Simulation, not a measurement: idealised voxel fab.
Process module name: voxel ribs on slabs
Cross-section cut: width 175 nm, square cells of 5 nm.
Just so we're on the same page, the cross-sections are grids of square cells, and they're listed out in bands top to bottom, each band one or more rows deep. Top height, bottom height, nm. Materials left to right, width each, nm. Single material + "edge to edge" = fills band edge to edge. "empty" = empty. Height is counted from the level 0, under which the received wafer is composed throughout of one material. The lowest of the bands is not closed at the bottom but continues downward, in the notation "from 0 down". Per-row width for "30..40": begins at first number (top row of band), ends at second number (bottom row), increment between rows held constant. For the purposes of this document, the phrase "remained unchanged" attached to a step denotes that no cell within the cross-section was modified by that step. For the entry "Voids lacking openings", the listed items are empty spaces with no open way to the top whose size is 8 cells or more; each item follows the pattern width x height at distance, where distance is from the left edge and all three are in nm. Past the settings on a step's line: simulator remark, on that step. The line of a step may include "overlay nm". On a step with a mask, this value is how far to the right of its planned place the mask lay. A negative value means the mask lay to the left.
**The planned process steps are enumerated hereunder**
- 1: RECEIVE (material Si)
- 2: DIRECTIONAL_DEP (material SiO2; thk nm 20)
- 3: DIRECTIONAL_DEP (material SiN; thk nm 15)
- 4: DIRECTIONAL_DEP (material aC; thk nm 10)
- 5: PATTERN (tone cover; mask id RIB; material resist; width nm 25; thk nm 25; overlay nm 0)
- 6: DIRECTIONAL_ETCH (etch materials aC; depth nm 10)
- 7: STRIP (etch materials resist)
- 8: DIRECTIONAL_ETCH (etch materials SiN; depth nm 5)
- 9: STRIP (etch materials aC)
- 10: MASKED_ETCH (tone cover; mask id SLAB; width nm 85; etch materials SiN; depth nm 10; overlay nm 0)
- 11: FILL_DEP (material SiO2; thk nm 25)
- 12: CMP (height nm 50)
- 13: DIRECTIONAL_DEP (material W; thk nm 5)
- 14: DIRECTIONAL_DEP (material aC; thk nm 10)
- 15: PATTERN (tone cover; mask id HEATER; material resist; width nm 35; thk nm 25; overlay nm 0)
- 16: DIRECTIONAL_ETCH (etch materials aC; depth nm 10)
- 17: STRIP (etch materials resist)
- 18: DIRECTIONAL_ETCH (etch materials W; depth nm 5)
- 19: STRIP (etch materials aC)
- 20: CONFORMAL_DEP (material SiO2; thk nm 5)
**The first wafer of two, processed as planned**
**Shown in cross-section is the wafer as received, that is, as it stands after step 1**
	from 0 down | Si edge to edge
	Voids lacking openings: none
**Wafer section view after processing step 2**
	from 20 to 0 | SiO2 edge to edge
	Rest of section, below 0: as before.
**Wafer section view after processing step 3**
	from 35 to 20 | SiN edge to edge
	Rest of section, below 20: as before.
**Wafer section view after processing step 4**
	from 45 to 35 | aC edge to edge
	Rest of section, below 35: as before.
**Wafer section view after processing step 5**
	from 70 to 45 | 75 empty, then 25 resist, then 75 empty
	Rest of section, below 45: as before.
**Wafer section view after processing step 6**
	from 60 to 45 | 75 empty, then 25 resist, then 75 empty
	from 45 to 35 | 75 empty, then 25 aC, then 75 empty
	Rest of section, below 35: as before.
**Wafer section view after processing step 7**
	from 45 to 35 | 75 empty, then 25 aC, then 75 empty
	Rest of section, below 35: as before.
**Wafer section view after processing step 8**
	from 45 to 35 | 75 empty, then 25 aC, then 75 empty
	from 35 to 30 | 75 empty, then 25 SiN, then 75 empty
	Rest of section, below 30: as before.
**Wafer section view after processing step 9**
	from 35 to 30 | 75 empty, then 25 SiN, then 75 empty
	Rest of section, below 30: as before.
**Wafer section view after processing step 10**
	from 35 to 30 | 75 empty, then 25 SiN, then 75 empty
	from 30 to 20 | 45 empty, then 85 SiN, then 45 empty
	Rest of section, below 20: as before.
**Wafer section view after processing step 11**
	from 60 to 35 | SiO2 edge to edge
	from 35 to 30 | 75 SiO2, then 25 SiN, then 75 SiO2
	from 30 to 20 | 45 SiO2, then 85 SiN, then 45 SiO2
	Rest of section, below 20: as before.
**Wafer section view after processing step 12**
	from 50 to 35 | SiO2 edge to edge
	Rest of section, below 35: as before.
**Wafer section view after processing step 13**
	from 55 to 50 | W edge to edge
	Rest of section, below 50: as before.
**Wafer section view after processing step 14**
	from 65 to 55 | aC edge to edge
	Rest of section, below 55: as before.
**Wafer section view after processing step 15**
	from 90 to 65 | 70 empty, then 35 resist, then 70 empty
	Rest of section, below 65: as before.
**Wafer section view after processing step 16**
	from 80 to 65 | 70 empty, then 35 resist, then 70 empty
	from 65 to 55 | 70 empty, then 35 aC, then 70 empty
	Rest of section, below 55: as before.
**Wafer section view after processing step 17**
	from 65 to 55 | 70 empty, then 35 aC, then 70 empty
	Rest of section, below 55: as before.
**Wafer section view after processing step 18**
	from 65 to 55 | 70 empty, then 35 aC, then 70 empty
	from 55 to 50 | 70 empty, then 35 W, then 70 empty
	Rest of section, below 50: as before.
**Wafer section view after processing step 19**
	from 55 to 50 | 70 empty, then 35 W, then 70 empty
	Rest of section, below 50: as before.
**Wafer section view after processing step 20**
	from 60 to 55 | 65 empty, then 45 SiO2, then 65 empty
	from 55 to 50 | 70 SiO2, then 35 W, then 70 SiO2
	Rest of section, below 50: as before.
**Second wafer - shared start and plan with the first - one error in running - same as the first up to step 19 inclusive**
At the planned end of step 20, the second wafer in cross-section: remained unchanged
Misprocessing identified: step 20 of the plan did not run at all; it was left out
Counted in cells at the end, the second wafer holds more or fewer of these materials than the first: -37 SiO2
